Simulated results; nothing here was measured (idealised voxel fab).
Process module in this document: voxel tone inversion
The width of the displayed cross-section, cut, is 190 nm; its cells are square, with a size of 5 nm.
Bands, listed from the top down, are how a cross-section gets written in this document; the cross-section itself is a grid of square cells, and a band is one or more rows of them.
Each band's line starts with the height of the band's top and of its bottom, in nm. Then come its materials from left to right, each with its width in nm. One material with "full width" fills the band from edge to edge. "air" is empty space.
Height 0 is the level under which the wafer as received is all one material. The lowest band goes on downwards, as in "0 down".
Graded width ("30..40"): value in top row of band = first number; value in bottom row = second number; row-to-row change constant.
Reading "remained the same" for a step: not a cell of the cross-section changed in it.
The entry "Enclosed internal voids" lists the empty spaces that cover at least 8 cells and have no open path to the top. Each is written as width x height at distance, where the distance is measured from the left edge and all three values are in nm.
What comes after the settings on a step's line is commentary from the simulator itself on that step.
Among the settings permitted on a step's line is "overlay nm"; applied to a step with a mask, it specifies the extent to which the mask lay to the right of its planned position, whereas a negative figure signifies a position to the left.
From here on the document is pairs. In a pair, the cross-section before one process step comes with the cross-section after it, and the latter goes no deeper than the lowest band that changed. What lies in between, the step and its settings, is written under the pair. A pair may be from a different run of this module on the same starting wafer than the pair above it, so it continues from that pair only where its entry headed "Preceding state" says so.

Preceding state
  0 down = Si full width
  Enclosed internal voids: none

Resulting Cross-Section
  5 to 0 = SiN full width
  Heights below 0 show no change.
  Enclosed internal voids: none
Upper to lower cross-section via CONFORMAL_DEP (material SiN; thk nm 5)

Preceding state: this step begins from the cross-section that the pair just above shows after its step.

Resulting Cross-Section
  20 to 5 = polySi full width
  Heights below 5 show no change.
  Enclosed internal voids: none
Upper to lower cross-section via DIRECTIONAL_DEP (material polySi; thk nm 15)

Preceding state: this step begins from the cross-section that the pair just above shows after its step.

Resulting Cross-Section
  45 to 20 = air: 40 | resist: 15 | air: 30 | resist: 15 | air: 30 | resist: 15 | air: 45
  Heights below 20 show no change.
  Enclosed internal voids: none
Upper to lower cross-section via PATTERN (tone cover; mask id POSTS; material resist; width nm 15; pitch nm 45; thk nm 25; overlay nm 0)

Preceding state: this step begins from the cross-section that the pair just above shows after its step.

Resulting Cross-Section
  45 to 20 = air: 40 | resist: 15 | air: 30 | resist: 15 | air: 30 | resist: 15 | air: 45
  20 to 5 = air: 40 | polySi: 15 | air: 30 | polySi: 15 | air: 30 | polySi: 15 | air: 45
  Heights below 5 show no change.
  Enclosed internal voids: none
Upper to lower cross-section via DIRECTIONAL_ETCH (etch materials polySi; depth nm 15)

Preceding state: this step begins from the cross-section that the pair just above shows after its step.

Resulting Cross-Section
  20 to 5 = air: 40 | polySi: 15 | air: 30 | polySi: 15 | air: 30 | polySi: 15 | air: 45
  Heights below 5 show no change.
  Enclosed internal voids: none
Upper to lower cross-section via STRIP (etch materials resist)

Preceding state: this step begins from the cross-section that the pair just above shows after its step.

Resulting Cross-Section
  25 to 20 = SiO2 full width
  20 to 5 = SiO2: 40 | polySi: 15 | SiO2: 30 | polySi: 15 | SiO2: 30 | polySi: 15 | SiO2: 45
  Heights below 5 show no change.
  Enclosed internal voids: none
Upper to lower cross-section via FILL_DEP (material SiO2; thk nm 5)

Preceding state: this step begins from the cross-section that the pair just above shows after its step.

Resulting Cross-Section
  20 to 5 = SiO2: 40 | polySi: 15 | SiO2: 30 | polySi: 15 | SiO2: 30 | polySi: 15 | SiO2: 45
  Heights below 5 show no change.
  Enclosed internal voids: none
Upper to lower cross-section via CMP (height nm 20)

Preceding state: this step begins from the cross-section that the pair just above shows after its step.

Resulting Cross-Section
  20 to 5 = SiO2: 40 | air: 15 | SiO2: 30 | air: 15 | SiO2: 30 | air: 15 | SiO2: 45
  Heights below 5 show no change.
  Enclosed internal voids: none
Upper to lower cross-section via STRIP (etch materials polySi)

Preceding state
  0 down = Si full width
  Enclosed internal voids: none

Resulting Cross-Section
  15 to 0 = polySi full width
  Heights below 0 show no change.
  Enclosed internal voids: none
Upper to lower cross-section via DIRECTIONAL_DEP (material polySi; thk nm 15)

Preceding state: this step begins from the cross-section that the pair just above shows after its step.

Resulting Cross-Section
  40 to 15 = air: 40 | resist: 15 | air: 30 | resist: 15 | air: 30 | resist: 15 | air: 45
  Heights below 15 show no change.
  Enclosed internal voids: none
Upper to lower cross-section via PATTERN (tone cover; mask id POSTS; material resist; width nm 15; pitch nm 45; thk nm 25; overlay nm 0)

Preceding state: this step begins from the cross-section that the pair just above shows after its step.

Resulting Cross-Section
  40 to 15 = air: 40 | resist: 15 | air: 30 | resist: 15 | air: 30 | resist: 15 | air: 45
  15 to 0 = air: 40 | polySi: 15 | air: 30 | polySi: 15 | air: 30 | polySi: 15 | air: 45
  Heights below 0 show no change.
  Enclosed internal voids: none
Upper to lower cross-section via DIRECTIONAL_ETCH (etch materials polySi; depth nm 15)

Preceding state: this step begins from the cross-section that the pair just above shows after its step.

Resulting Cross-Section
  15 to 0 = air: 40 | polySi: 15 | air: 30 | polySi: 15 | air: 30 | polySi: 15 | air: 45
  Heights below 0 show no change.
  Enclosed internal voids: none
Upper to lower cross-section via STRIP (etch materials resist)

Preceding state: this step begins from the cross-section that the pair just above shows after its step.

Resulting Cross-Section
  20 to 15 = SiO2 full width
  15 to 0 = SiO2: 40 | polySi: 15 | SiO2: 30 | polySi: 15 | SiO2: 30 | polySi: 15 | SiO2: 45
  Heights below 0 show no change.
  Enclosed internal voids: none
Upper to lower cross-section via FILL_DEP (material SiO2; thk nm 5)

Preceding state
  15 to 0 = polySi full width
  0 down = Si full width
  Enclosed internal voids: none

Resulting Cross-Section
  20 to 15 = SiN full width
  Heights below 15 show no change.
  Enclosed internal voids: none
Upper to lower cross-section via CONFORMAL_DEP (material SiN; thk nm 5)

Preceding state: this step begins from the cross-section that the pair just above shows after its step.

Resulting Cross-Section
  45 to 20 = air: 40 | resist: 15 | air: 30 | resist: 15 | air: 30 | resist: 15 | air: 45
  Heights below 20 show no change.
  Enclosed internal voids: none
Upper to lower cross-section via PATTERN (tone cover; mask id POSTS; material resist; width nm 15; pitch nm 45; thk nm 25; overlay nm 0)

Preceding state: this step begins from the cross-section that the pair just above shows after its step.

Resulting Cross-Section
  20 to 15 = SiN full width
  Heights below 15 show no change.
  Enclosed internal voids: none
Upper to lower cross-section via STRIP (etch materials resist)

Preceding state: this step begins from the cross-section that the pair just above shows after its step.

Resulting Cross-Section
  25 to 20 = SiO2 full width
  Heights below 20 show no change.
  Enclosed internal voids: none
Upper to lower cross-section via FILL_DEP (material SiO2; thk nm 5)

Preceding state: this step begins from the cross-section that the pair just above shows after its step.

Resulting Cross-Section
  20 to 15 = SiN full width
  Heights below 15 show no change.
  Enclosed internal voids: none
Upper to lower cross-section via CMP (height nm 20)

Preceding state
  0 down = Si full width
  Enclosed internal voids: none

Resulting Cross-Section
  15 to 0 = SiN full width
  Heights below 0 show no change.
  Enclosed internal voids: none
Upper to lower cross-section via CONFORMAL_DEP (material SiN; thk nm 15)

Preceding state: this step begins from the cross-section that the pair just above shows after its step.

Resulting Cross-Section
  30 to 15 = polySi full width
  Heights below 15 show no change.
  Enclosed internal voids: none
Upper to lower cross-section via DIRECTIONAL_DEP (material polySi; thk nm 15)

Preceding state: this step begins from the cross-section that the pair just above shows after its step.

Resulting Cross-Section
  55 to 30 = air: 40 | resist: 15 | air: 30 | resist: 15 | air: 30 | resist: 15 | air: 45
  Heights below 30 show no change.
  Enclosed internal voids: none
Upper to lower cross-section via PATTERN (tone cover; mask id POSTS; material resist; width nm 15; pitch nm 45; thk nm 25; overlay nm 0)

Preceding state: this step begins from the cross-section that the pair just above shows after its step.

Resulting Cross-Section
  55 to 30 = air: 40 | resist: 15 | air: 30 | resist: 15 | air: 30 | resist: 15 | air: 45
  30 to 15 = air: 40 | polySi: 15 | air: 30 | polySi: 15 | air: 30 | polySi: 15 | air: 45
  Heights below 15 show no change.
  Enclosed internal voids: none
Upper to lower cross-section via DIRECTIONAL_ETCH (etch materials polySi; depth nm 15)

Preceding state: this step begins from the cross-section that the pair just above shows after its step.

Resulting Cross-Section
  30 to 15 = air: 40 | polySi: 15 | air: 30 | polySi: 15 | air: 30 | polySi: 15 | air: 45
  Heights below 15 show no change.
  Enclosed internal voids: none
Upper to lower cross-section via STRIP (etch materials resist)

Preceding state: this step begins from the cross-section that the pair just above shows after its step.

Resulting Cross-Section
  35 to 30 = SiO2 full width
  30 to 15 = SiO2: 40 | polySi: 15 | SiO2: 30 | polySi: 15 | SiO2: 30 | polySi: 15 | SiO2: 45
  Heights below 15 show no change.
  Enclosed internal voids: none
Upper to lower cross-section via FILL_DEP (material SiO2; thk nm 5)

Preceding state: this step begins from the cross-section that the pair just above shows after its step.

Resulting Cross-Section
  20 to 15 = SiO2: 40 | polySi: 15 | SiO2: 30 | polySi: 15 | SiO2: 30 | polySi: 15 | SiO2: 45
  Heights below 15 show no change.
  Enclosed internal voids: none
Upper to lower cross-section via CMP (height nm 20)

Preceding state: this step begins from the cross-section that the pair just above shows after its step.

Resulting Cross-Section
  20 to 15 = SiO2: 40 | air: 15 | SiO2: 30 | air: 15 | SiO2: 30 | air: 15 | SiO2: 45
  Heights below 15 show no change.
  Enclosed internal voids: none
Upper to lower cross-section via STRIP (etch materials polySi)

Preceding state
  20 to 5 = polySi full width
  5 to 0 = SiN full width
  0 down = Si full width
  Enclosed internal voids: none

Resulting Cross-Section
  45 to 20 = air: 40 | resist: 20 | air: 25 | resist: 20 | air: 25 | resist: 20 | air: 40
  Heights below 20 show no change.
  Enclosed internal voids: none
Upper to lower cross-section via PATTERN (tone cover; mask id POSTS; material resist; width nm 20; pitch nm 45; thk nm 25; overlay nm 0)

Preceding state: this step begins from the cross-section that the pair just above shows after its step.

Resulting Cross-Section
  45 to 20 = air: 40 | resist: 20 | air: 25 | resist: 20 | air: 25 | resist: 20 | air: 40
  20 to 5 = air: 40 | polySi: 20 | air: 25 | polySi: 20 | air: 25 | polySi: 20 | air: 40
  Heights below 5 show no change.
  Enclosed internal voids: none
Upper to lower cross-section via DIRECTIONAL_ETCH (etch materials polySi; depth nm 15)

Preceding state: this step begins from the cross-section that the pair just above shows after its step.

Resulting Cross-Section
  20 to 5 = air: 40 | polySi: 20 | air: 25 | polySi: 20 | air: 25 | polySi: 20 | air: 40
  Heights below 5 show no change.
  Enclosed internal voids: none
Upper to lower cross-section via STRIP (etch materials resist)

Preceding state: this step begins from the cross-section that the pair just above shows after its step.

Resulting Cross-Section
  25 to 20 = SiO2 full width
  20 to 5 = SiO2: 40 | polySi: 20 | SiO2: 25 | polySi: 20 | SiO2: 25 | polySi: 20 | SiO2: 40
  Heights below 5 show no change.
  Enclosed internal voids: none
Upper to lower cross-section via FILL_DEP (material SiO2; thk nm 5)

Preceding state: this step begins from the cross-section that the pair just above shows after its step.

Resulting Cross-Section
  20 to 5 = SiO2: 40 | polySi: 20 | SiO2: 25 | polySi: 20 | SiO2: 25 | polySi: 20 | SiO2: 40
  Heights below 5 show no change.
  Enclosed internal voids: none
Upper to lower cross-section via CMP (height nm 20)

Preceding state: this step begins from the cross-section that the pair just above shows after its step.

Resulting Cross-Section
  20 to 5 = SiO2: 40 | air: 20 | SiO2: 25 | air: 20 | SiO2: 25 | air: 20 | SiO2: 40
  Heights below 5 show no change.
  Enclosed internal voids: none
Upper to lower cross-section via STRIP (etch materials polySi)

Preceding state
  20 to 5 = polySi full width
  5 to 0 = SiN full width
  0 down = Si full width
  Enclosed internal voids: none

Resulting Cross-Section
  45 to 20 = air: 30 | resist: 15 | air: 30 | resist: 15 | air: 30 | resist: 15 | air: 55
  Heights below 20 show no change.
  Enclosed internal voids: none
Upper to lower cross-section via PATTERN (tone cover; mask id POSTS; material resist; width nm 15; pitch nm 45; thk nm 25; overlay nm -10)

Preceding state: this step begins from the cross-section that the pair just above shows after its step.

Resulting Cross-Section
  45 to 20 = air: 30 | resist: 15 | air: 30 | resist: 15 | air: 30 | resist: 15 | air: 55
  20 to 5 = air: 30 | polySi: 15 | air: 30 | polySi: 15 | air: 30 | polySi: 15 | air: 55
  Heights below 5 show no change.
  Enclosed internal voids: none
Upper to lower cross-section via DIRECTIONAL_ETCH (etch materials polySi; depth nm 15)

Preceding state: this step begins from the cross-section that the pair just above shows after its step.

Resulting Cross-Section
  20 to 5 = air: 30 | polySi: 15 | air: 30 | polySi: 15 | air: 30 | polySi: 15 | air: 55
  Heights below 5 show no change.
  Enclosed internal voids: none
Upper to lower cross-section via STRIP (etch materials resist)

Preceding state: this step begins from the cross-section that the pair just above shows after its step.

Resulting Cross-Section
  25 to 20 = SiO2 full width
  20 to 5 = SiO2: 30 | polySi: 15 | SiO2: 30 | polySi: 15 | SiO2: 30 | polySi: 15 | SiO2: 55
  Heights below 5 show no change.
  Enclosed internal voids: none
Upper to lower cross-section via FILL_DEP (material SiO2; thk nm 5)

Preceding state: this step begins from the cross-section that the pair just above shows after its step.

Resulting Cross-Section
  20 to 5 = SiO2: 30 | polySi: 15 | SiO2: 30 | polySi: 15 | SiO2: 30 | polySi: 15 | SiO2: 55
  Heights below 5 show no change.
  Enclosed internal voids: none
Upper to lower cross-section via CMP (height nm 20)

Preceding state: this step begins from the cross-section that the pair just above shows after its step.

Resulting Cross-Section
  20 to 5 = SiO2: 30 | air: 15 | SiO2: 30 | air: 15 | SiO2: 30 | air: 15 | SiO2: 55
  Heights below 5 show no change.
  Enclosed internal voids: none
Upper to lower cross-section via STRIP (etch materials polySi)

Preceding state
  20 to 5 = SiO2: 40 | polySi: 15 | SiO2: 30 | polySi: 15 | SiO2: 30 | polySi: 15 | SiO2: 45
  5 to 0 = SiN full width
  0 down = Si full width
  Enclosed internal voids: none

Resulting Cross-Section
  20 to 5 = air: 40 | polySi: 15 | air: 30 | polySi: 15 | air: 30 | polySi: 15 | air: 45
  Heights below 5 show no change.
  Enclosed internal voids: none
Upper to lower cross-section via STRIP (etch materials SiO2)

Preceding state
  20 to 5 = polySi full width
  5 to 0 = SiN full width
  0 down = Si full width
  Enclosed internal voids: none

Resulting Cross-Section
  45 to 20 = resist: 40 | air: 15 | resist: 30 | air: 15 | resist: 30 | air: 15 | resist: 45
  Heights below 20 show no change.
  Enclosed internal voids: none
Upper to lower cross-section via PATTERN (tone open; mask id POSTS; material resist; width nm 15; pitch nm 45; thk nm 25; overlay nm 0)

Preceding state: this step begins from the cross-section that the pair just above shows after its step.

Resulting Cross-Section
  45 to 20 = resist: 40 | air: 15 | resist: 30 | air: 15 | resist: 30 | air: 15 | resist: 45
  20 to 5 = polySi: 40 | air: 15 | polySi: 30 | air: 15 | polySi: 30 | air: 15 | polySi: 45
  Heights below 5 show no change.
  Enclosed internal voids: none
Upper to lower cross-section via DIRECTIONAL_ETCH (etch materials polySi; depth nm 15)

Preceding state: this step begins from the cross-section that the pair just above shows after its step.

Resulting Cross-Section
  20 to 5 = polySi: 40 | air: 15 | polySi: 30 | air: 15 | polySi: 30 | air: 15 | polySi: 45
  Heights below 5 show no change.
  Enclosed internal voids: none
Upper to lower cross-section via STRIP (etch materials resist)

Preceding state: this step begins from the cross-section that the pair just above shows after its step.

Resulting Cross-Section
  25 to 20 = SiO2 full width
  20 to 5 = polySi: 40 | SiO2: 15 | polySi: 30 | SiO2: 15 | polySi: 30 | SiO2: 15 | polySi: 45
  Heights below 5 show no change.
  Enclosed internal voids: none
Upper to lower cross-section via FILL_DEP (material SiO2; thk nm 5)

Preceding state: this step begins from the cross-section that the pair just above shows after its step.

Resulting Cross-Section
  20 to 5 = polySi: 40 | SiO2: 15 | polySi: 30 | SiO2: 15 | polySi: 30 | SiO2: 15 | polySi: 45
  Heights below 5 show no change.
  Enclosed internal voids: none
Upper to lower cross-section via CMP (height nm 20)

Preceding state: this step begins from the cross-section that the pair just above shows after its step.

Resulting Cross-Section
  20 to 5 = air: 40 | SiO2: 15 | air: 30 | SiO2: 15 | air: 30 | SiO2: 15 | air: 45
  Heights below 5 show no change.
  Enclosed internal voids: none
Upper to lower cross-section via STRIP (etch materials polySi)
